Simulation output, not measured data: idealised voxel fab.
Name of the process module below: voxel ribs on slabs
Section shown: cut. Width: 190 nm. Cell size: 5 nm, square.
Notation: cross-section as square-cell grid; stated in bands, top first, going down; one or more cell rows per band. Top, bottom (nm), then materials left to right with widths (nm); lone material tagged "throughout" fills the whole band edge to edge; "blank" = empty space. Heights are measured from 0, the level below which the as-received wafer is all one material; the lowest band has no bottom and continues downward, written as in "0 nm and below". The expression "30->40" gives the width at the extremes of the band, the first number at its top row of cells and the second at its bottom row, with the width changing by equal amounts from each row to the next in between. Take "no alterations made" at face value: in the step it is given for, the cross-section changed in none of its cells. "Voids, sealed" means: voids of 8 cells or more that are shut off from the top with no open way through. Written width x height at distance, distance from the left edge, in nm. What comes after the settings on a step's line is commentary from the simulator itself on that step. When a step includes a mask, the "overlay nm" setting on its line states how far to the right of its planned place that mask lay, and negative values state how far to the left.

### Process steps - plan
1) RECEIVE with material Si
2) DIRECTIONAL_DEP with material SiO2, thk nm 20
3) DIRECTIONAL_DEP with material SiN, thk nm 20
4) DIRECTIONAL_DEP with material aC, thk nm 10
5) PATTERN with tone cover, mask id RIB, material resist, width nm 30, thk nm 30, overlay nm 0
6) DIRECTIONAL_ETCH with etch materials aC, depth nm 10
7) STRIP with etch materials resist
8) DIRECTIONAL_ETCH with etch materials SiN, depth nm 10
9) STRIP with etch materials aC
10) MASKED_ETCH with tone cover, mask id SLAB, width nm 70, etch materials SiN, depth nm 10, overlay nm 0
11) FILL_DEP with material SiO2, thk nm 20
12) CMP with height nm 55
13) DIRECTIONAL_DEP with material TiN, thk nm 10
14) PATTERN with tone cover, mask id HEATER, material resist, width nm 40, thk nm 20, overlay nm 0
15) DIRECTIONAL_ETCH with etch materials TiN, depth nm 10
16) STRIP with etch materials resist
17) CONFORMAL_DEP with material SiN, thk nm 5

### The first wafer of two, processed as planned

### This is the cross-section of the wafer as we received it, i.e. after step 1
- 0 nm and below = Si throughout
- Voids, sealed: none

### after step 2
- 20 nm to 0 nm = SiO2 throughout
- For the remainder of the cross-section, below 0, there is no change.

### after step 3
- 40 nm to 20 nm = SiN throughout
- For the remainder of the cross-section, below 20, there is no change.

### after step 4
- 50 nm to 40 nm = aC throughout
- For the remainder of the cross-section, below 40, there is no change.

### after step 5
- 80 nm to 50 nm = blank 80, then resist 30, then blank 80
- For the remainder of the cross-section, below 50, there is no change.

### after step 6
- 70 nm to 50 nm = blank 80, then resist 30, then blank 80
- 50 nm to 40 nm = blank 80, then aC 30, then blank 80
- For the remainder of the cross-section, below 40, there is no change.

### after step 7
- 50 nm to 40 nm = blank 80, then aC 30, then blank 80
- For the remainder of the cross-section, below 40, there is no change.

### after step 8
- 50 nm to 40 nm = blank 80, then aC 30, then blank 80
- 40 nm to 30 nm = blank 80, then SiN 30, then blank 80
- For the remainder of the cross-section, below 30, there is no change.

### after step 9
- 40 nm to 30 nm = blank 80, then SiN 30, then blank 80
- For the remainder of the cross-section, below 30, there is no change.

### after step 10
- 40 nm to 30 nm = blank 80, then SiN 30, then blank 80
- 30 nm to 20 nm = blank 60, then SiN 70, then blank 60
- For the remainder of the cross-section, below 20, there is no change.

### after step 11
- 60 nm to 40 nm = SiO2 throughout
- 40 nm to 30 nm = SiO2 80, then SiN 30, then SiO2 80
- 30 nm to 20 nm = SiO2 60, then SiN 70, then SiO2 60
- For the remainder of the cross-section, below 20, there is no change.

### after step 12
- 55 nm to 40 nm = SiO2 throughout
- For the remainder of the cross-section, below 40, there is no change.

### after step 13
- 65 nm to 55 nm = TiN throughout
- For the remainder of the cross-section, below 55, there is no change.

### after step 14
- 85 nm to 65 nm = blank 75, then resist 40, then blank 75
- For the remainder of the cross-section, below 65, there is no change.

### after step 15
- 85 nm to 65 nm = blank 75, then resist 40, then blank 75
- 65 nm to 55 nm = blank 75, then TiN 40, then blank 75
- For the remainder of the cross-section, below 55, there is no change.

### after step 16
- 65 nm to 55 nm = blank 75, then TiN 40, then blank 75
- For the remainder of the cross-section, below 55, there is no change.

### after step 17
- 70 nm to 65 nm = blank 70, then SiN 50, then blank 70
- 65 nm to 60 nm = blank 70, then SiN 5, then TiN 40, then SiN 5, then blank 70
- 60 nm to 55 nm = SiN 75, then TiN 40, then SiN 75
- For the remainder of the cross-section, below 55, there is no change.

### Wafer two. Identical start, identical plan. One mistake in execution. Identical history through step 16

Second wafer cross-section, taken as of the time the plan sets for step 17 to be done: no alterations made
Heads up, the wafer didn't run the way we planned it: no execution of plan step 17; skipped
FYI, end of process, the second wafer has more or fewer cells of some materials than the first: 42 fewer of SiN
